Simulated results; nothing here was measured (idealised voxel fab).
You're looking at the process module voxel plated lines.
Cross-section cut spans 240 nm and uses square cells 5 nm in size.
Throughout this document, each cross-section is represented as a grid of square cells and is presented as a sequence of bands enumerated from the top downward, where a band comprises one or more rows of cells. In this notation a band is specified by the heights of its top and bottom, in that order and in nm, after which its materials appear from left to right, each paired with its width in nm. The word "full width" attached to a single material means that material fills the band from edge to edge; the word "air" stands for empty space. Counting heights begins at 0, where everything beneath is, in the wafer as received, one material. The lowest band has no bottom; it goes on downwards, as "0..down" shows. A width such as "30 to 40" changes by the same amount from each row of cells to the next, from the band's top row to its bottom row. Basically "everything unchanged" means that step didn't change any cell in the cross-section. So "Completely enclosed voids" is basically the list of trapped voids: any empty space of 8 cells or more that can't reach the top through an opening. They're written width x height at distance, the distance being from the left edge, and it's all nm. On each step's line, the part that comes after the settings is the simulator's own comment on the step. When a step includes a mask, the "overlay nm" setting on its line states how far to the right of its planned place that mask lay, and negative values state how far to the left.
**The planned process steps are enumerated hereunder**
step 1: RECEIVE | material Si
step 2: CONFORMAL_DEP | material SiO2 | thk nm 5
step 3: DIRECTIONAL_DEP | material TiN | thk nm 5
step 4: PATTERN | tone open | mask id LINES | material resist | width nm 20 | pitch nm 50 | thk nm 15 | overlay nm 0
step 5: EPI | material Ru | thk nm 5
step 6: STRIP | etch materials resist
step 7: DIRECTIONAL_ETCH | etch materials TiN | depth nm 5
step 8: CONFORMAL_DEP | material SiN | thk nm 5
**As-received wafer cross-section (after step 1)**
  0..down: Si full width
  Completely enclosed voids: none
**Starting structure and process plan are as shown above, but one mistake was made in running the module; the wafer cross-section at the end of the module follows**
  20..15: air: 25, then SiN: 40, then air: 10, then SiN: 40, then air: 10, then SiN: 40, then air: 10, then SiN: 40, then air: 25
  15..10: air: 25, then SiN: 5, then Ru: 30, then SiN: 5, then air: 10, then SiN: 5, then Ru: 30, then SiN: 5, then air: 10, then SiN: 5, then Ru: 30, then SiN: 5, then air: 10, then SiN: 5, then Ru: 30, then SiN: 5, then air: 25
  10..5: SiN: 30, then TiN: 30, then SiN: 20, then TiN: 30, then SiN: 20, then TiN: 30, then SiN: 20, then TiN: 30, then SiN: 30
  5..0: SiO2 full width
  0..down: Si full width
  Completely enclosed voids: none
Heads up, the wafer didn't run the way we planned it: for step 4, the planned setting was not used; the step was instead run as PATTERN | tone open | mask id LINES | material resist | width nm 30 | pitch nm 50 | thk nm 15 | overlay nm 0
